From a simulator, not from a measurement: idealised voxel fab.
The following is a process module called voxel ribs on slabs.
Displayed cross-section: cut, width of 150 nm, square cells sized 5 nm.
Cross-sections here: square-cell grids, written as top-down lists of bands, a band being one or more rows of cells.
Basically the band line says how high the top is and how high the bottom is, in nm, and then what's in it from left to right, every material with its width in nm. Empty space shows up as "blank", and if a single material carries "full width" it runs the full band edge to edge.
Note: height 0 marks the level under which the wafer is uniformly one material as received. Lowest band unbounded below, written "0 and below".
Width "30..40": first value at the band's top row of cells, second value at its bottom row, equal change from row to row.
"stayed the same" -> step changed no cross-section cell.
"Closed cavities" specifies each empty space that is not open to the top and that occupies no fewer than 8 cells, using the form width x height at distance, the distance measured from the left edge and all three quantities in nm.
The remark found on a step's line after its settings is issued by the simulator itself and pertains to that step.
On any step carrying a mask, the "overlay nm" setting, if present on the step's line, tells how far right of its planned place the mask lay; negative values point to the left.
**The steps planned for the process are as follows**
step 1: RECEIVE,material Si
step 2: DIRECTIONAL_DEP,material SiO2,thk nm 25
step 3: DIRECTIONAL_DEP,material polySi,thk nm 25
step 4: DIRECTIONAL_DEP,material aC,thk nm 10
step 5: PATTERN,tone cover,mask id RIB,material resist,width nm 25,thk nm 25,overlay nm 0
step 6: DIRECTIONAL_ETCH,etch materials aC,depth nm 10
step 7: STRIP,etch materials resist
step 8: DIRECTIONAL_ETCH,etch materials polySi,depth nm 10
step 9: STRIP,etch materials aC
step 10: MASKED_ETCH,tone cover,mask id SLAB,width nm 55,etch materials polySi,depth nm 15,overlay nm 0
step 11: FILL_DEP,material SiO2,thk nm 15
step 12: CMP,height nm 60
step 13: DIRECTIONAL_DEP,material W,thk nm 5
step 14: DIRECTIONAL_DEP,material aC,thk nm 10
step 15: PATTERN,tone cover,mask id HEATER,material resist,width nm 25,thk nm 30,overlay nm 0
step 16: DIRECTIONAL_ETCH,etch materials aC,depth nm 10
step 17: STRIP,etch materials resist
step 18: DIRECTIONAL_ETCH,etch materials W,depth nm 5
step 19: STRIP,etch materials aC
step 20: CONFORMAL_DEP,material SiN,thk nm 5
Quick note for whoever runs this: the wafers start identical, but the width nm at step 15 isn't the same across them. The plan just shows what the first wafer had.
**The as-received cross-section of the first of several wafers corresponds to the state after step 1**
> 0 and below | Si full width
> Closed cavities: none
**first wafer at the end, after step 20**
> 70 down to 65 | blank 55 nm, then SiN 35 nm, then blank 60 nm
> 65 down to 60 | SiN 60 nm, then W 25 nm, then SiN 65 nm
> 60 down to 50 | SiO2 full width
> 50 down to 40 | SiO2 60 nm, then polySi 25 nm, then SiO2 65 nm
> 40 down to 25 | SiO2 45 nm, then polySi 55 nm, then SiO2 50 nm
> 25 down to 0 | SiO2 full width
> 0 and below | Si full width
> Closed cavities: none
**Cross-section of the final wafer among several, taken at the end of the module**
> 70 down to 65 | blank 45 nm, then SiN 60 nm, then blank 45 nm
> 65 down to 60 | SiN 50 nm, then W 50 nm, then SiN 50 nm
> 60 down to 50 | SiO2 full width
> 50 down to 40 | SiO2 60 nm, then polySi 25 nm, then SiO2 65 nm
> 40 down to 25 | SiO2 45 nm, then polySi 55 nm, then SiO2 50 nm
> 25 down to 0 | SiO2 full width
> 0 and below | Si full width
> Closed cavities: none
**Per wafer, end of module: cells gained (+) or lost (-) per material since receipt, then closed voids**
width nm 25; +32 SiN; +317 SiO2; +5 W; +43 polySi; Closed cavities: none
width nm 30; +32 SiN; +317 SiO2; +6 W; +43 polySi; Closed cavities: none
width nm 35; +32 SiN; +317 SiO2; +7 W; +43 polySi; Closed cavities: none
width nm 40; +32 SiN; +317 SiO2; +8 W; +43 polySi; Closed cavities: none
width nm 45; +32 SiN; +317 SiO2; +9 W; +43 polySi; Closed cavities: none
width nm 50; +32 SiN; +317 SiO2; +10 W; +43 polySi; Closed cavities: none
